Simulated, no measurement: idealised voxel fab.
The document below concerns the process module designated voxel transistor to metal.
Xsec cut, 295 nm wide, square cell size 5 nm.
Reading order for cross-sections: top band down to bottom band. Underlying form: a grid of square cells. Band size: one or more rows of cells. Band: top and bottom heights (nm) first, top before bottom; then materials from left to right, widths in nm. "throughout" marks a sole material filling the band edge to edge. "empty" denotes empty space. The level at which height equals 0 is the one under which the wafer, as it arrives, is entirely one material. No lower edge exists for the bottom band, which continues downward and is notated as in "top 0, no bottom". Width "30..40": first value at the band's top row of cells, second value at its bottom row, equal change from row to row. Any step labelled "stayed the same" changed none of the cells in the cross-section. "Enclosed void inventory": sealed empty spaces, 8 cells or more, no open way to top, listed width x height at distance, with distance from the left edge and width, height and distance in nm. Step line, after settings: the simulator's comment on this step. The "overlay nm" setting may appear on a step's line; for a step that uses a mask, it gives how far to the right of its planned position the mask lay, and a negative value indicates the left.
Set out below are the planned steps of the process
1. RECEIVE [material Si]
2. CONFORMAL_DEP [material SiO2] [thk nm 5]
3. CONFORMAL_DEP [material SiN] [thk nm 10]
4. MASKED_ETCH [tone cover] [mask id ACTIVE] [width nm 110] [pitch nm 140] [etch materials SiN] [depth nm 10] [overlay nm 0]
5. MASKED_ETCH [tone cover] [mask id ACTIVE] [width nm 110] [pitch nm 140] [etch materials SiO2] [depth nm 5] [overlay nm 0]
6. MASKED_ETCH [tone cover] [mask id ACTIVE] [width nm 110] [pitch nm 140] [etch materials Si] [depth nm 20] [overlay nm 0]
7. FILL_DEP [material SiO2] [thk nm 5]
8. CMP [height nm 15]
9. SELECTIVE_ETCH [etch materials SiO2] [depth nm 5]
10. STRIP [etch materials SiN]
11. SELECTIVE_ETCH [etch materials SiO2] [depth nm 5]
12. OXIDIZE [depth nm 5]
13. DIRECTIONAL_DEP [material polySi] [thk nm 30]
14. DIRECTIONAL_DEP [material SiCN] [thk nm 10]
15. MASKED_ETCH [tone cover] [mask id GATE] [width nm 20] [pitch nm 140] [etch materials SiCN] [depth nm 20] [overlay nm 0]
16. MASKED_ETCH [tone cover] [mask id GATE] [width nm 20] [pitch nm 140] [etch materials polySi] [depth nm 40] [overlay nm 0]
17. CONFORMAL_DEP [material SiO2] [thk nm 5]
18. DIRECTIONAL_ETCH [etch materials SiO2] [depth nm 5]
19. CONFORMAL_DEP [material SiN] [thk nm 10]
20. DIRECTIONAL_ETCH [etch materials SiN] [depth nm 10]
21. DIRECTIONAL_ETCH [etch materials SiO2] [depth nm 5]
22. DIRECTIONAL_ETCH [etch materials Si] [depth nm 15]
23. EPI [material pSi] [thk nm 15]
24. FILL_DEP [material SiO2] [thk nm 10]
25. CMP [height nm 40]
26. DIRECTIONAL_DEP [material SiO2] [thk nm 15]
27. PATTERN [tone open] [mask id CONTACT] [material resist] [width nm 20] [thk nm 20] [overlay nm 0]
28. DIRECTIONAL_ETCH [etch materials SiO2] [depth nm 45]
29. STRIP [etch materials resist]
30. CONFORMAL_DEP [material TiN] [thk nm 5]
31. FILL_DEP [material Ru] [thk nm 5]
32. CMP [height nm 55]
33. CONFORMAL_DEP [material SiCN] [thk nm 5]
34. DIRECTIONAL_DEP [material SiO2] [thk nm 20]
35. DIRECTIONAL_DEP [material aC] [thk nm 10]
36. PATTERN [tone open] [mask id METAL_1] [material resist] [width nm 20] [thk nm 30] [overlay nm 0]
37. DIRECTIONAL_ETCH [etch materials aC] [depth nm 10]
38. STRIP [etch materials resist]
39. DIRECTIONAL_ETCH [etch materials SiO2] [depth nm 20]
40. DIRECTIONAL_ETCH [etch materials SiCN] [depth nm 5]
41. STRIP [etch materials aC]
42. CONFORMAL_DEP [material TiN] [thk nm 5]
43. FILL_DEP [material Cu] [thk nm 5]
44. CMP [height nm 80]
45. CONFORMAL_DEP [material SiCN] [thk nm 5]
First of two wafers, with the run carried out as planned
Wafer at receipt (post step 1), cross-section
	top 0, no bottom | Si throughout
	Enclosed void inventory: none
How the wafer stands in section after step 2
	top 5, bottom 0 | SiO2 throughout
	Everything under 0 stays put, no change at all.
How the wafer stands in section after step 3
	top 15, bottom 5 | SiN throughout
	Everything under 5 stays put, no change at all.
How the wafer stands in section after step 4
	top 15, bottom 5 | empty (20), then SiN (110), then empty (30), then SiN (110), then empty (25)
	Everything under 5 stays put, no change at all.
How the wafer stands in section after step 5
	top 15, bottom 5 | empty (20), then SiN (110), then empty (30), then SiN (110), then empty (25)
	top 5, bottom 0 | empty (20), then SiO2 (110), then empty (30), then SiO2 (110), then empty (25)
	Everything under 0 stays put, no change at all.
How the wafer stands in section after step 6
	top 15, bottom 5 | empty (20), then SiN (110), then empty (30), then SiN (110), then empty (25)
	top 5, bottom 0 | empty (20), then SiO2 (110), then empty (30), then SiO2 (110), then empty (25)
	top 0, bottom -20 | empty (20), then Si (110), then empty (30), then Si (110), then empty (25)
	Everything under -20 stays put, no change at all.
How the wafer stands in section after step 7
	top 20, bottom 15 | SiO2 throughout
	top 15, bottom 5 | SiO2 (20), then SiN (110), then SiO2 (30), then SiN (110), then SiO2 (25)
	top 5, bottom 0 | SiO2 throughout
	top 0, bottom -20 | SiO2 (20), then Si (110), then SiO2 (30), then Si (110), then SiO2 (25)
	Everything under -20 stays put, no change at all.
How the wafer stands in section after step 8
	top 15, bottom 5 | SiO2 (20), then SiN (110), then SiO2 (30), then SiN (110), then SiO2 (25)
	Everything under 5 stays put, no change at all.
How the wafer stands in section after step 9
	top 15, bottom 10 | empty (20), then SiN (110), then empty (30), then SiN (110), then empty (25)
	Everything under 10 stays put, no change at all.
How the wafer stands in section after step 10
	top 10, bottom 5 | SiO2 (20), then empty (110), then SiO2 (30), then empty (110), then SiO2 (25)
	Everything under 5 stays put, no change at all.
How the wafer stands in section after step 11
	top 5, bottom 0 | SiO2 (15), then empty (120), then SiO2 (20), then empty (120), then SiO2 (20)
	Everything under 0 stays put, no change at all.
How the wafer stands in section after step 12
	top 5, bottom 0 | SiO2 (15), then empty (120), then SiO2 (20), then empty (120), then SiO2 (20)
	top 0, bottom -5 | SiO2 throughout
	Everything under -5 stays put, no change at all.
How the wafer stands in section after step 13
	top 35, bottom 30 | polySi (15), then empty (120), then polySi (20), then empty (120), then polySi (20)
	top 30, bottom 5 | polySi throughout
	top 5, bottom 0 | SiO2 (15), then polySi (120), then SiO2 (20), then polySi (120), then SiO2 (20)
	Everything under 0 stays put, no change at all.
How the wafer stands in section after step 14
	top 45, bottom 40 | SiCN (15), then empty (120), then SiCN (20), then empty (120), then SiCN (20)
	top 40, bottom 35 | SiCN throughout
	top 35, bottom 30 | polySi (15), then SiCN (120), then polySi (20), then SiCN (120), then polySi (20)
	Everything under 30 stays put, no change at all.
How the wafer stands in section after step 15
	top 40, bottom 35 | empty (65), then SiCN (20), then empty (120), then SiCN (20), then empty (70)
	top 35, bottom 30 | polySi (15), then empty (50), then SiCN (20), then empty (50), then polySi (20), then empty (50), then SiCN (20), then empty (50), then polySi (20)
	Everything under 30 stays put, no change at all.
How the wafer stands in section after step 16
	top 40, bottom 30 | empty (65), then SiCN (20), then empty (120), then SiCN (20), then empty (70)
	top 30, bottom 5 | empty (65), then polySi (20), then empty (120), then polySi (20), then empty (70)
	top 5, bottom 0 | SiO2 (15), then empty (50), then polySi (20), then empty (50), then SiO2 (20), then empty (50), then polySi (20), then empty (50), then SiO2 (20)
	Everything under 0 stays put, no change at all.
How the wafer stands in section after step 17
	top 45, bottom 40 | empty (60), then SiO2 (30), then empty (110), then SiO2 (30), then empty (65)
	top 40, bottom 30 | empty (60), then SiO2 (5), then SiCN (20), then SiO2 (5), then empty (110), then SiO2 (5), then SiCN (20), then SiO2 (5), then empty (65)
	top 30, bottom 10 | empty (60), then SiO2 (5), then polySi (20), then SiO2 (5), then empty (110), then SiO2 (5), then polySi (20), then SiO2 (5), then empty (65)
	top 10, bottom 5 | SiO2 (20), then empty (40), then SiO2 (5), then polySi (20), then SiO2 (5), then empty (40), then SiO2 (30), then empty (40), then SiO2 (5), then polySi (20), then SiO2 (5), then empty (40), then SiO2 (25)
	top 5, bottom 0 | SiO2 (65), then polySi (20), then SiO2 (120), then polySi (20), then SiO2 (70)
	Everything under 0 stays put, no change at all.
How the wafer stands in section after step 18
	top 40, bottom 30 | empty (60), then SiO2 (5), then SiCN (20), then SiO2 (5), then empty (110), then SiO2 (5), then SiCN (20), then SiO2 (5), then empty (65)
	top 30, bottom 5 | empty (60), then SiO2 (5), then polySi (20), then SiO2 (5), then empty (110), then SiO2 (5), then polySi (20), then SiO2 (5), then empty (65)
	top 5, bottom 0 | SiO2 (20), then empty (40), then SiO2 (5), then polySi (20), then SiO2 (5), then empty (40), then SiO2 (30), then empty (40), then SiO2 (5), then polySi (20), then SiO2 (5), then empty (40), then SiO2 (25)
	Everything under 0 stays put, no change at all.
How the wafer stands in section after step 19
	top 50, bottom 40 | empty (50), then SiN (50), then empty (90), then SiN (50), then empty (55)
	top 40, bottom 30 | empty (50), then SiN (10), then SiO2 (5), then SiCN (20), then SiO2 (5), then SiN (10), then empty (90), then SiN (10), then SiO2 (5), then SiCN (20), then SiO2 (5), then SiN (10), then empty (55)
	top 30, bottom 15 | empty (50), then SiN (10), then SiO2 (5), then polySi (20), then SiO2 (5), then SiN (10), then empty (90), then SiN (10), then SiO2 (5), then polySi (20), then SiO2 (5), then SiN (10), then empty (55)
	top 15, bottom 10 | SiN (30), then empty (20), then SiN (10), then SiO2 (5), then polySi (20), then SiO2 (5), then SiN (10), then empty (20), then SiN (50), then empty (20), then SiN (10), then SiO2 (5), then polySi (20), then SiO2 (5), then SiN (10), then empty (20), then SiN (35)
	top 10, bottom 5 | SiN (60), then SiO2 (5), then polySi (20), then SiO2 (5), then SiN (110), then SiO2 (5), then polySi (20), then SiO2 (5), then SiN (65)
	top 5, bottom 0 | SiO2 (20), then SiN (40), then SiO2 (5), then polySi (20), then SiO2 (5), then SiN (40), then SiO2 (30), then SiN (40), then SiO2 (5), then polySi (20), then SiO2 (5), then SiN (40), then SiO2 (25)
	Everything under 0 stays put, no change at all.
How the wafer stands in section after step 20
	top 40, bottom 30 | empty (50), then SiN (10), then SiO2 (5), then SiCN (20), then SiO2 (5), then SiN (10), then empty (90), then SiN (10), then SiO2 (5), then SiCN (20), then SiO2 (5), then SiN (10), then empty (55)
	top 30, bottom 5 | empty (50), then SiN (10), then SiO2 (5), then polySi (20), then SiO2 (5), then SiN (10), then empty (90), then SiN (10), then SiO2 (5), then polySi (20), then SiO2 (5), then SiN (10), then empty (55)
	top 5, bottom 0 | SiO2 (20), then SiN (10), then empty (20), then SiN (10), then SiO2 (5), then polySi (20), then SiO2 (5), then SiN (10), then empty (20), then SiN (10), then SiO2 (30), then SiN (10), then empty (20), then SiN (10), then SiO2 (5), then polySi (20), then SiO2 (5), then SiN (10), then empty (20), then SiN (10), then SiO2 (25)
	Everything under 0 stays put, no change at all.
How the wafer stands in section after step 21
	top 40, bottom 35 | empty (50), then SiN (10), then empty (5), then SiCN (20), then empty (5), then SiN (10), then empty (90), then SiN (10), then empty (5), then SiCN (20), then empty (5), then SiN (10), then empty (55)
	top 35, bottom 30 | empty (50), then SiN (10), then SiO2 (5), then SiCN (20), then SiO2 (5), then SiN (10), then empty (90), then SiN (10), then SiO2 (5), then SiCN (20), then SiO2 (5), then SiN (10), then empty (55)
	top 30, bottom 5 | empty (50), then SiN (10), then SiO2 (5), then polySi (20), then SiO2 (5), then SiN (10), then empty (90), then SiN (10), then SiO2 (5), then polySi (20), then SiO2 (5), then SiN (10), then empty (55)
	top 5, bottom 0 | empty (20), then SiN (10), then empty (20), then SiN (10), then SiO2 (5), then polySi (20), then SiO2 (5), then SiN (10), then empty (20), then SiN (10), then empty (30), then SiN (10), then empty (20), then SiN (10), then SiO2 (5), then polySi (20), then SiO2 (5), then SiN (10), then empty (20), then SiN (10), then empty (25)
	top 0, bottom -5 | SiO2 (30), then empty (20), then SiO2 (50), then empty (20), then SiO2 (50), then empty (20), then SiO2 (50), then empty (20), then SiO2 (35)
	Everything under -5 stays put, no change at all.
How the wafer stands in section after step 22
	top 40, bottom 35 | empty (50), then SiN (10), then empty (5), then SiCN (20), then empty (5), then SiN (10), then empty (90), then SiN (10), then empty (5), then SiCN (20), then empty (5), then SiN (10), then empty (55)
	top 35, bottom 30 | empty (50), then SiN (10), then SiO2 (5), then SiCN (20), then SiO2 (5), then SiN (10), then empty (90), then SiN (10), then SiO2 (5), then SiCN (20), then SiO2 (5), then SiN (10), then empty (55)
	top 30, bottom 5 | empty (50), then SiN (10), then SiO2 (5), then polySi (20), then SiO2 (5), then SiN (10), then empty (90), then SiN (10), then SiO2 (5), then polySi (20), then SiO2 (5), then SiN (10), then empty (55)
	top 5, bottom 0 | empty (20), then SiN (10), then empty (20), then SiN (10), then SiO2 (5), then polySi (20), then SiO2 (5), then SiN (10), then empty (20), then SiN (10), then empty (30), then SiN (10), then empty (20), then SiN (10), then SiO2 (5), then polySi (20), then SiO2 (5), then SiN (10), then empty (20), then SiN (10), then empty (25)
	top 0, bottom -5 | SiO2 (30), then empty (20), then SiO2 (50), then empty (20), then SiO2 (50), then empty (20), then SiO2 (50), then empty (20), then SiO2 (35)
	top -5, bottom -20 | SiO2 (20), then Si (10), then empty (20), then Si (50), then empty (20), then Si (10), then SiO2 (30), then Si (10), then empty (20), then Si (50), then empty (20), then Si (10), then SiO2 (25)
	Everything under -20 stays put, no change at all.
How the wafer stands in section after step 23
	top 40, bottom 35 | empty (50), then SiN (10), then empty (5), then SiCN (20), then empty (5), then SiN (10), then empty (90), then SiN (10), then empty (5), then SiCN (20), then empty (5), then SiN (10), then empty (55)
	top 35, bottom 30 | empty (50), then SiN (10), then SiO2 (5), then SiCN (20), then SiO2 (5), then SiN (10), then empty (90), then SiN (10), then SiO2 (5), then SiCN (20), then SiO2 (5), then SiN (10), then empty (55)
	top 30, bottom 10 | empty (50), then SiN (10), then SiO2 (5), then polySi (20), then SiO2 (5), then SiN (10), then empty (90), then SiN (10), then SiO2 (5), then polySi (20), then SiO2 (5), then SiN (10), then empty (55)
	top 10, bottom 5 | empty (25), then pSi (25), then SiN (10), then SiO2 (5), then polySi (20), then SiO2 (5), then SiN (10), then pSi (25), then empty (40), then pSi (25), then SiN (10), then SiO2 (5), then polySi (20), then SiO2 (5), then SiN (10), then pSi (25), then empty (30)
	top 5, bottom 0 | empty (20), then SiN (10), then pSi (20), then SiN (10), then SiO2 (5), then polySi (20), then SiO2 (5), then SiN (10), then pSi (20), then SiN (10), then empty (30), then SiN (10), then pSi (20), then SiN (10), then SiO2 (5), then polySi (20), then SiO2 (5), then SiN (10), then pSi (20), then SiN (10), then empty (25)
	top 0, bottom -5 | SiO2 (30), then pSi (20), then SiO2 (50), then pSi (20), then SiO2 (50), then pSi (20), then SiO2 (50), then pSi (20), then SiO2 (35)
	top -5, bottom -20 | SiO2 (20), then Si (10), then pSi (20), then Si (50), then pSi (20), then Si (10), then SiO2 (30), then Si (10), then pSi (20), then Si (50), then pSi (20), then Si (10), then SiO2 (25)
	Everything under -20 stays put, no change at all.
How the wafer stands in section after step 24
	top 50, bottom 40 | SiO2 throughout
	top 40, bottom 30 | SiO2 (50), then SiN (10), then SiO2 (5), then SiCN (20), then SiO2 (5), then SiN (10), then SiO2 (90), then SiN (10), then SiO2 (5), then SiCN (20), then SiO2 (5), then SiN (10), then SiO2 (55)
	top 30, bottom 10 | SiO2 (50), then SiN (10), then SiO2 (5), then polySi (20), then SiO2 (5), then SiN (10), then SiO2 (90), then SiN (10), then SiO2 (5), then polySi (20), then SiO2 (5), then SiN (10), then SiO2 (55)
	top 10, bottom 5 | SiO2 (25), then pSi (25), then SiN (10), then SiO2 (5), then polySi (20), then SiO2 (5), then SiN (10), then pSi (25), then SiO2 (40), then pSi (25), then SiN (10), then SiO2 (5), then polySi (20), then SiO2 (5), then SiN (10), then pSi (25), then SiO2 (30)
	top 5, bottom 0 | SiO2 (20), then SiN (10), then pSi (20), then SiN (10), then SiO2 (5), then polySi (20), then SiO2 (5), then SiN (10), then pSi (20), then SiN (10), then SiO2 (30), then SiN (10), then pSi (20), then SiN (10), then SiO2 (5), then polySi (20), then SiO2 (5), then SiN (10), then pSi (20), then SiN (10), then SiO2 (25)
	Everything under 0 stays put, no change at all.
How the wafer stands in section after step 25
	top 40, bottom 30 | SiO2 (50), then SiN (10), then SiO2 (5), then SiCN (20), then SiO2 (5), then SiN (10), then SiO2 (90), then SiN (10), then SiO2 (5), then SiCN (20), then SiO2 (5), then SiN (10), then SiO2 (55)
	Everything under 30 stays put, no change at all.
How the wafer stands in section after step 26
	top 55, bottom 40 | SiO2 throughout
	Everything under 40 stays put, no change at all.
How the wafer stands in section after step 27
	top 75, bottom 55 | resist (25), then empty (20), then resist (60), then empty (20), then resist (40), then empty (20), then resist (60), then empty (20), then resist (30)
	Everything under 55 stays put, no change at all.
How the wafer stands in section after step 28
	top 75, bottom 55 | resist (25), then empty (20), then resist (60), then empty (20), then resist (40), then empty (20), then resist (60), then empty (20), then resist (30)
	top 55, bottom 40 | SiO2 (25), then empty (20), then SiO2 (60), then empty (20), then SiO2 (40), then empty (20), then SiO2 (60), then empty (20), then SiO2 (30)
	top 40, bottom 30 | SiO2 (25), then empty (20), then SiO2 (5), then SiN (10), then SiO2 (5), then SiCN (20), then SiO2 (5), then SiN (10), then SiO2 (5), then empty (20), then SiO2 (40), then empty (20), then SiO2 (5), then SiN (10), then SiO2 (5), then SiCN (20), then SiO2 (5), then SiN (10), then SiO2 (5), then empty (20), then SiO2 (30)
	top 30, bottom 10 | SiO2 (25), then empty (20), then SiO2 (5), then SiN (10), then SiO2 (5), then polySi (20), then SiO2 (5), then SiN (10), then SiO2 (5), then empty (20), then SiO2 (40), then empty (20), then SiO2 (5), then SiN (10), then SiO2 (5), then polySi (20), then SiO2 (5), then SiN (10), then SiO2 (5), then empty (20), then SiO2 (30)
	Everything under 10 stays put, no change at all.
How the wafer stands in section after step 29
	top 55, bottom 40 | SiO2 (25), then empty (20), then SiO2 (60), then empty (20), then SiO2 (40), then empty (20), then SiO2 (60), then empty (20), then SiO2 (30)
	Everything under 40 stays put, no change at all.
How the wafer stands in section after step 30
	top 60, bottom 55 | TiN (30), then empty (10), then TiN (70), then empty (10), then TiN (50), then empty (10), then TiN (70), then empty (10), then TiN (35)
	top 55, bottom 40 | SiO2 (25), then TiN (5), then empty (10), then TiN (5), then SiO2 (60), then TiN (5), then empty (10), then TiN (5), then SiO2 (40), then TiN (5), then empty (10), then TiN (5), then SiO2 (60), then TiN (5), then empty (10), then TiN (5), then SiO2 (30)
	top 40, bottom 30 | SiO2 (25), then TiN (5), then empty (10), then TiN (5), then SiO2 (5), then SiN (10), then SiO2 (5), then SiCN (20), then SiO2 (5), then SiN (10), then SiO2 (5), then TiN (5), then empty (10), then TiN (5), then SiO2 (40), then TiN (5), then empty (10), then TiN (5), then SiO2 (5), then SiN (10), then SiO2 (5), then SiCN (20), then SiO2 (5), then SiN (10), then SiO2 (5), then TiN (5), then empty (10), then TiN (5), then SiO2 (30)
	top 30, bottom 15 | SiO2 (25), then TiN (5), then empty (10), then TiN (5), then SiO2 (5), then SiN (10), then SiO2 (5), then polySi (20), then SiO2 (5), then SiN (10), then SiO2 (5), then TiN (5), then empty (10), then TiN (5), then SiO2 (40), then TiN (5), then empty (10), then TiN (5), then SiO2 (5), then SiN (10), then SiO2 (5), then polySi (20), then SiO2 (5), then SiN (10), then SiO2 (5), then TiN (5), then empty (10), then TiN (5), then SiO2 (30)
	top 15, bottom 10 | SiO2 (25), then TiN (20), then SiO2 (5), then SiN (10), then SiO2 (5), then polySi (20), then SiO2 (5), then SiN (10), then SiO2 (5), then TiN (20), then SiO2 (40), then TiN (20), then SiO2 (5), then SiN (10), then SiO2 (5), then polySi (20), then SiO2 (5), then SiN (10), then SiO2 (5), then TiN (20), then SiO2 (30)
	Everything under 10 stays put, no change at all.
How the wafer stands in section after step 31
	top 65, bottom 60 | Ru throughout
	top 60, bottom 55 | TiN (30), then Ru (10), then TiN (70), then Ru (10), then TiN (50), then Ru (10), then TiN (70), then Ru (10), then TiN (35)
	top 55, bottom 40 | SiO2 (25), then TiN (5), then Ru (10), then TiN (5), then SiO2 (60), then TiN (5), then Ru (10), then TiN (5), then SiO2 (40), then TiN (5), then Ru (10), then TiN (5), then SiO2 (60), then TiN (5), then Ru (10), then TiN (5), then SiO2 (30)
	top 40, bottom 30 | SiO2 (25), then TiN (5), then Ru (10), then TiN (5), then SiO2 (5), then SiN (10), then SiO2 (5), then SiCN (20), then SiO2 (5), then SiN (10), then SiO2 (5), then TiN (5), then Ru (10), then TiN (5), then SiO2 (40), then TiN (5), then Ru (10), then TiN (5), then SiO2 (5), then SiN (10), then SiO2 (5), then SiCN (20), then SiO2 (5), then SiN (10), then SiO2 (5), then TiN (5), then Ru (10), then TiN (5), then SiO2 (30)
	top 30, bottom 15 | SiO2 (25), then TiN (5), then Ru (10), then TiN (5), then SiO2 (5), then SiN (10), then SiO2 (5), then polySi (20), then SiO2 (5), then SiN (10), then SiO2 (5), then TiN (5), then Ru (10), then TiN (5), then SiO2 (40), then TiN (5), then Ru (10), then TiN (5), then SiO2 (5), then SiN (10), then SiO2 (5), then polySi (20), then SiO2 (5), then SiN (10), then SiO2 (5), then TiN (5), then Ru (10), then TiN (5), then SiO2 (30)
	Everything under 15 stays put, no change at all.
How the wafer stands in section after step 32
	top 55, bottom 40 | SiO2 (25), then TiN (5), then Ru (10), then TiN (5), then SiO2 (60), then TiN (5), then Ru (10), then TiN (5), then SiO2 (40), then TiN (5), then Ru (10), then TiN (5), then SiO2 (60), then TiN (5), then Ru (10), then TiN (5), then SiO2 (30)
	Everything under 40 stays put, no change at all.
How the wafer stands in section after step 33
	top 60, bottom 55 | SiCN throughout
	Everything under 55 stays put, no change at all.
How the wafer stands in section after step 34
	top 80, bottom 60 | SiO2 throughout
	Everything under 60 stays put, no change at all.
How the wafer stands in section after step 35
	top 90, bottom 80 | aC throughout
	Everything under 80 stays put, no change at all.
How the wafer stands in section after step 36
	top 120, bottom 90 | resist (25), then empty (20), then resist (60), then empty (20), then resist (40), then empty (20), then resist (60), then empty (20), then resist (30)
	Everything under 90 stays put, no change at all.
How the wafer stands in section after step 37
	top 110, bottom 90 | resist (25), then empty (20), then resist (60), then empty (20), then resist (40), then empty (20), then resist (60), then empty (20), then resist (30)
	top 90, bottom 80 | aC (25), then empty (20), then aC (60), then empty (20), then aC (40), then empty (20), then aC (60), then empty (20), then aC (30)
	Everything under 80 stays put, no change at all.
How the wafer stands in section after step 38
	top 90, bottom 80 | aC (25), then empty (20), then aC (60), then empty (20), then aC (40), then empty (20), then aC (60), then empty (20), then aC (30)
	Everything under 80 stays put, no change at all.
How the wafer stands in section after step 39
	top 90, bottom 80 | aC (25), then empty (20), then aC (60), then empty (20), then aC (40), then empty (20), then aC (60), then empty (20), then aC (30)
	top 80, bottom 60 | SiO2 (25), then empty (20), then SiO2 (60), then empty (20), then SiO2 (40), then empty (20), then SiO2 (60), then empty (20), then SiO2 (30)
	Everything under 60 stays put, no change at all.
How the wafer stands in section after step 40
	top 90, bottom 80 | aC (25), then empty (20), then aC (60), then empty (20), then aC (40), then empty (20), then aC (60), then empty (20), then aC (30)
	top 80, bottom 60 | SiO2 (25), then empty (20), then SiO2 (60), then empty (20), then SiO2 (40), then empty (20), then SiO2 (60), then empty (20), then SiO2 (30)
	top 60, bottom 55 | SiCN (25), then empty (20), then SiCN (60), then empty (20), then SiCN (40), then empty (20), then SiCN (60), then empty (20), then SiCN (30)
	Everything under 55 stays put, no change at all.
How the wafer stands in section after step 41
	top 80, bottom 60 | SiO2 (25), then empty (20), then SiO2 (60), then empty (20), then SiO2 (40), then empty (20), then SiO2 (60), then empty (20), then SiO2 (30)
	Everything under 60 stays put, no change at all.
How the wafer stands in section after step 42
	top 85, bottom 80 | TiN (30), then empty (10), then TiN (70), then empty (10), then TiN (50), then empty (10), then TiN (70), then empty (10), then TiN (35)
	top 80, bottom 60 | SiO2 (25), then TiN (5), then empty (10), then TiN (5), then SiO2 (60), then TiN (5), then empty (10), then TiN (5), then SiO2 (40), then TiN (5), then empty (10), then TiN (5), then SiO2 (60), then TiN (5), then empty (10), then TiN (5), then SiO2 (30)
	top 60, bottom 55 | SiCN (25), then TiN (20), then SiCN (60), then TiN (20), then SiCN (40), then TiN (20), then SiCN (60), then TiN (20), then SiCN (30)
	Everything under 55 stays put, no change at all.
How the wafer stands in section after step 43
	top 90, bottom 85 | Cu throughout
	top 85, bottom 80 | TiN (30), then Cu (10), then TiN (70), then Cu (10), then TiN (50), then Cu (10), then TiN (70), then Cu (10), then TiN (35)
	top 80, bottom 60 | SiO2 (25), then TiN (5), then Cu (10), then TiN (5), then SiO2 (60), then TiN (5), then Cu (10), then TiN (5), then SiO2 (40), then TiN (5), then Cu (10), then TiN (5), then SiO2 (60), then TiN (5), then Cu (10), then TiN (5), then SiO2 (30)
	Everything under 60 stays put, no change at all.
How the wafer stands in section after step 44
	top 80, bottom 60 | SiO2 (25), then TiN (5), then Cu (10), then TiN (5), then SiO2 (60), then TiN (5), then Cu (10), then TiN (5), then SiO2 (40), then TiN (5), then Cu (10), then TiN (5), then SiO2 (60), then TiN (5), then Cu (10), then TiN (5), then SiO2 (30)
	Everything under 60 stays put, no change at all.
How the wafer stands in section after step 45
	top 85, bottom 80 | SiCN throughout
	Everything under 80 stays put, no change at all.
Now the other wafer: same start, same recipe, but we messed up one thing when running it. Up to and including step 31 it's the same as the first one
Second wafer, sectioned view, at step 32's planned end time
	top 50, bottom 40 | SiO2 (25), then TiN (5), then Ru (10), then TiN (5), then SiO2 (60), then TiN (5), then Ru (10), then TiN (5), then SiO2 (40), then TiN (5), then Ru (10), then TiN (5), then SiO2 (60), then TiN (5), then Ru (10), then TiN (5), then SiO2 (30)
	Everything under 40 stays put, no change at all.
Second wafer, sectioned view, at step 33's planned end time
	top 55, bottom 50 | SiCN throughout
	Everything under 50 stays put, no change at all.
Second wafer, sectioned view, at step 34's planned end time
	top 75, bottom 55 | SiO2 throughout
	Everything under 55 stays put, no change at all.
Second wafer, sectioned view, at step 35's planned end time
	top 85, bottom 75 | aC throughout
	Everything under 75 stays put, no change at all.
Second wafer, sectioned view, at step 36's planned end time
	top 115, bottom 85 | resist (25), then empty (20), then resist (60), then empty (20), then resist (40), then empty (20), then resist (60), then empty (20), then resist (30)
	Everything under 85 stays put, no change at all.
Second wafer, sectioned view, at step 37's planned end time
	top 105, bottom 85 | resist (25), then empty (20), then resist (60), then empty (20), then resist (40), then empty (20), then resist (60), then empty (20), then resist (30)
	top 85, bottom 75 | aC (25), then empty (20), then aC (60), then empty (20), then aC (40), then empty (20), then aC (60), then empty (20), then aC (30)
	Everything under 75 stays put, no change at all.
Second wafer, sectioned view, at step 38's planned end time
	top 85, bottom 75 | aC (25), then empty (20), then aC (60), then empty (20), then aC (40), then empty (20), then aC (60), then empty (20), then aC (30)
	Everything under 75 stays put, no change at all.
Second wafer, sectioned view, at step 39's planned end time
	top 85, bottom 75 | aC (25), then empty (20), then aC (60), then empty (20), then aC (40), then empty (20), then aC (60), then empty (20), then aC (30)
	top 75, bottom 55 | SiO2 (25), then empty (20), then SiO2 (60), then empty (20), then SiO2 (40), then empty (20), then SiO2 (60), then empty (20), then SiO2 (30)
	Everything under 55 stays put, no change at all.
Second wafer, sectioned view, at step 40's planned end time
	top 85, bottom 75 | aC (25), then empty (20), then aC (60), then empty (20), then aC (40), then empty (20), then aC (60), then empty (20), then aC (30)
	top 75, bottom 55 | SiO2 (25), then empty (20), then SiO2 (60), then empty (20), then SiO2 (40), then empty (20), then SiO2 (60), then empty (20), then SiO2 (30)
	top 55, bottom 50 | SiCN (25), then empty (20), then SiCN (60), then empty (20), then SiCN (40), then empty (20), then SiCN (60), then empty (20), then SiCN (30)
	Everything under 50 stays put, no change at all.
Second wafer, sectioned view, at step 41's planned end time
	top 75, bottom 55 | SiO2 (25), then empty (20), then SiO2 (60), then empty (20), then SiO2 (40), then empty (20), then SiO2 (60), then empty (20), then SiO2 (30)
	Everything under 55 stays put, no change at all.
Second wafer, sectioned view, at step 42's planned end time
	top 80, bottom 75 | TiN (30), then empty (10), then TiN (70), then empty (10), then TiN (50), then empty (10), then TiN (70), then empty (10), then TiN (35)
	top 75, bottom 55 | SiO2 (25), then TiN (5), then empty (10), then TiN (5), then SiO2 (60), then TiN (5), then empty (10), then TiN (5), then SiO2 (40), then TiN (5), then empty (10), then TiN (5), then SiO2 (60), then TiN (5), then empty (10), then TiN (5), then SiO2 (30)
	top 55, bottom 50 | SiCN (25), then TiN (20), then SiCN (60), then TiN (20), then SiCN (40), then TiN (20), then SiCN (60), then TiN (20), then SiCN (30)
	Everything under 50 stays put, no change at all.
Second wafer, sectioned view, at step 43's planned end time
	top 85, bottom 80 | Cu throughout
	top 80, bottom 75 | TiN (30), then Cu (10), then TiN (70), then Cu (10), then TiN (50), then Cu (10), then TiN (70), then Cu (10), then TiN (35)
	top 75, bottom 55 | SiO2 (25), then TiN (5), then Cu (10), then TiN (5), then SiO2 (60), then TiN (5), then Cu (10), then TiN (5), then SiO2 (40), then TiN (5), then Cu (10), then TiN (5), then SiO2 (60), then TiN (5), then Cu (10), then TiN (5), then SiO2 (30)
	Everything under 55 stays put, no change at all.
Second wafer, sectioned view, at step 44's planned end time
	top 80, bottom 75 | TiN (30), then Cu (10), then TiN (70), then Cu (10), then TiN (50), then Cu (10), then TiN (70), then Cu (10), then TiN (35)
	Everything under 75 stays put, no change at all.
Second wafer, sectioned view, at step 45's planned end time
	top 85, bottom 80 | SiCN throughout
	Everything under 80 stays put, no change at all.
Where did the run depart from the plan? contrary to plan, step 32 was performed as CMP [height nm 50]
In the final state, the cell counts of the second wafer exceed or fall short of those of the first for the following materials: Cu +8 | Ru -8 | SiO2 -43 | TiN +43
